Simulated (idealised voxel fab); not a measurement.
The document below concerns the process module designated voxel transistor to metal.
Section shown: cut. Width: 185 nm. Cell size: 5 nm, square.
Throughout this document, each cross-section is represented as a grid of square cells and is presented as a sequence of bands enumerated from the top downward, where a band comprises one or more rows of cells.
Band: top height; bottom height; in nm. Then, left to right: material with width in nm, for each material. "throughout": a single material spanning edge to edge. "blank": empty space.
The reference from which all heights are counted is 0, the level beneath which the as-received wafer is entirely one material; the lowest band, having no lower bound, proceeds downward and is written after the example "0 -> down".
Top row gets the first number, bottom row gets the second, and each row in between changes by the same step: that is how a band width like "30->40" works.
"remained unchanged", as given for a step, is the statement that not any cell of the cross-section underwent a change during that step.
"Unvented internal voids" lists enclosed empty spaces (at least 8 cells, no open path upward to the top), each as width x height at distance from the left edge, in nm.
Post-settings text on a step line: simulator's own remark regarding the step.
overlay nm: mask right of planned place by this much (step with mask). Neg. = left.
### Planned step list for the process
step 1: RECEIVE, material Si
step 2: CONFORMAL_DEP, material SiO2, thk nm 5
step 3: CONFORMAL_DEP, material SiN, thk nm 10
step 4: MASKED_ETCH, tone cover, mask id ACTIVE, width nm 95, etch materials SiN, depth nm 10, overlay nm 0
step 5: MASKED_ETCH, tone cover, mask id ACTIVE, width nm 95, etch materials SiO2, depth nm 5, overlay nm 0
step 6: MASKED_ETCH, tone cover, mask id ACTIVE, width nm 95, etch materials Si, depth nm 30, overlay nm 0
step 7: FILL_DEP, material SiO2, thk nm 10
step 8: CMP, height nm 15
step 9: SELECTIVE_ETCH, etch materials SiO2, depth nm 5
step 10: STRIP, etch materials SiN
step 11: SELECTIVE_ETCH, etch materials SiO2, depth nm 5
step 12: OXIDIZE, depth nm 5
step 13: DIRECTIONAL_DEP, material polySi, thk nm 30
step 14: DIRECTIONAL_DEP, material SiCN, thk nm 10
step 15: MASKED_ETCH, tone cover, mask id GATE, width nm 15, etch materials SiCN, depth nm 20, overlay nm 0
step 16: MASKED_ETCH, tone cover, mask id GATE, width nm 15, etch materials polySi, depth nm 40, overlay nm 0
step 17: CONFORMAL_DEP, material SiN, thk nm 10
step 18: DIRECTIONAL_ETCH, etch materials SiN, depth nm 10
step 19: DIRECTIONAL_ETCH, etch materials SiO2, depth nm 5
step 20: DIRECTIONAL_ETCH, etch materials Si, depth nm 10
step 21: EPI, material nSi, thk nm 10
step 22: FILL_DEP, material SiO2, thk nm 10
step 23: CMP, height nm 40
step 24: DIRECTIONAL_DEP, material SiO2, thk nm 10
step 25: PATTERN, tone open, mask id CONTACT, material resist, width nm 30, pitch nm 55, thk nm 20, overlay nm 0
step 26: DIRECTIONAL_ETCH, etch materials SiO2, depth nm 55
step 27: STRIP, etch materials resist
step 28: CONFORMAL_DEP, material TiN, thk nm 5
step 29: FILL_DEP, material Ru, thk nm 5
step 30: CMP, height nm 50
step 31: DIRECTIONAL_DEP, material TiN, thk nm 5
step 32: DIRECTIONAL_DEP, material W, thk nm 15
step 33: PATTERN, tone cover, mask id METAL_1, material resist, width nm 20, pitch nm 65, thk nm 20, overlay nm 0
step 34: DIRECTIONAL_ETCH, etch materials W, depth nm 15
step 35: DIRECTIONAL_ETCH, etch materials TiN, depth nm 5
step 36: STRIP, etch materials resist
step 37: CONFORMAL_DEP, material SiCN, thk nm 5
step 38: FILL_DEP, material SiO2, thk nm 5
step 39: CMP, height nm 70
step 40: CONFORMAL_DEP, material SiN, thk nm 5
### Cross-section, incoming material, after step 1
  0 -> down | Si throughout
  Unvented internal voids: none
### Here's the wafer cut in cross-section after the module, started and planned just like above, except one thing was done wrong in the run
  75 -> 70 | SiN throughout
  70 -> 55 | SiO2 45 nm | SiCN 5 nm | W 20 nm | SiCN 5 nm | SiO2 35 nm | SiCN 5 nm | W 20 nm | SiCN 5 nm | SiO2 45 nm
  55 -> 50 | SiCN 50 nm | TiN 20 nm | SiCN 45 nm | TiN 20 nm | SiCN 50 nm
  50 -> 40 | SiO2 50 nm | TiN 5 nm | Ru 20->15 nm | TiN 5->10 nm | SiO2 25 nm | TiN 5->10 nm | Ru 20->15 nm | TiN 5 nm | SiO2 50 nm
  40 -> 30 | SiO2 50 nm | TiN 5 nm | Ru 15 nm | TiN 5 nm | SiN 10 nm | SiCN 15 nm | SiN 10 nm | TiN 5 nm | Ru 15 nm | TiN 5 nm | SiO2 50 nm
  30 -> 10 | SiO2 50 nm | TiN 5 nm | Ru 15 nm | TiN 5 nm | SiN 10 nm | polySi 15 nm | SiN 10 nm | TiN 5 nm | Ru 15 nm | TiN 5 nm | SiO2 50 nm
  10 -> 5 | SiO2 50 nm | TiN 25 nm | SiN 10 nm | polySi 15 nm | SiN 10 nm | TiN 25 nm | SiO2 50 nm
  5 -> 0 | SiO2 40 nm | SiN 10 nm | nSi 10 nm | TiN 5 nm | nSi 10 nm | SiN 10 nm | polySi 15 nm | SiN 10 nm | nSi 10 nm | TiN 5 nm | nSi 10 nm | SiN 10 nm | SiO2 40 nm
  0 -> -5 | SiO2 50 nm | nSi 10 nm | TiN 5 nm | nSi 10 nm | SiO2 35 nm | nSi 10 nm | TiN 5 nm | nSi 10 nm | SiO2 50 nm
  -5 -> -15 | SiO2 45 nm | Si 5 nm | nSi 25 nm | Si 35 nm | nSi 25 nm | Si 5 nm | SiO2 45 nm
  -15 -> -60 | SiO2 45 nm | Si 95 nm | SiO2 45 nm
  -60 -> down | Si throughout
  Unvented internal voids: none
It is concluded that the wafer was processed incorrectly with respect to the plan, in that step 6, plan: ran twice
